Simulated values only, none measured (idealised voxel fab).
process module | voxel released beams
Section cut is 165 nm wide and gridded with 5 nm square cells.
Cross-section spec: square-cell grid; bands listed top down; each band is one or more rows.
Band: top height; bottom height; in nm. Then, left to right: material with width in nm, for each material. "edge to edge": a single material spanning edge to edge. "air": empty space.
It should be noted that heights are counted from 0, beneath which the wafer as supplied is of one material throughout, and that the lowest band possesses no lower boundary but continues downward, as written in "0..down".
Top row gets the first number, bottom row gets the second, and each row in between changes by the same step: that is how a band width like "30->40" works.
The cross-section has no changed cell in any step marked "nothing was modified".
This entry, "Non-vented voids", enumerates those empty regions of no fewer than 8 cells that possess no open connection to the top. Each region is reported in the form width x height at distance, the distance being taken from the left edge, with all three quantities expressed in nm.
That trailing text on a step's line, after the settings, is the simulator's own remark on the step.
"overlay nm" on a masked step: distance the mask lay right of its planned place, negative for left.

### Process steps (planned)
1) RECEIVE | material Si
2) CONFORMAL_DEP | material Al2O3 | thk nm 5
3) DIRECTIONAL_DEP | material SiO2 | thk nm 20
4) PATTERN | tone open | mask id ANCHOR | material resist | width nm 35 | thk nm 15 | overlay nm 0
5) DIRECTIONAL_ETCH | etch materials SiO2 | depth nm 20
6) STRIP | etch materials resist
7) CONFORMAL_DEP | material W | thk nm 10
8) DIRECTIONAL_DEP | material aC | thk nm 10
9) PATTERN | tone cover | mask id BEAM | material resist | width nm 120 | thk nm 30 | overlay nm 0
10) DIRECTIONAL_ETCH | etch materials aC | depth nm 10
11) STRIP | etch materials resist
12) DIRECTIONAL_ETCH | etch materials W | depth nm 10
13) STRIP | etch materials aC
14) STRIP | etch materials SiO2

### Cross-section of the wafer at receipt, which is the condition after step 1
	0..down | Si edge to edge
	Non-vented voids: none

### First wafer of two, sectioned at end of module; run went per plan
	35..25 | air=20 | W=15 | air=15 | W=90 | air=25
	25..15 | air=25 | W=10 | air=15 | W=10 | air=105
	15..5 | air=25 | W=35 | air=105
	5..0 | Al2O3 edge to edge
	0..down | Si edge to edge
	Non-vented voids: none

### Cross-sectional view of the second of two wafers upon completion of the module. This wafer shared its starting condition and process plan with the first; one error was made during its execution
	35..25 | air=20 | W=5 | air=15 | W=100 | air=25
	25..15 | air=15 | W=10 | air=15 | W=10 | air=115
	15..5 | air=15 | W=35 | air=115
	5..0 | Al2O3 edge to edge
	0..down | Si edge to edge
	Non-vented voids: none
Error vs. plan: it should be noted that step 4 was executed with settings other than those planned, the operation and settings actually applied being PATTERN | tone open | mask id ANCHOR | material resist | width nm 35 | thk nm 15 | overlay nm -10
In the final comparison it is observed that the number of cells assigned to each material is identical for the two wafers, whereas their placement is not.
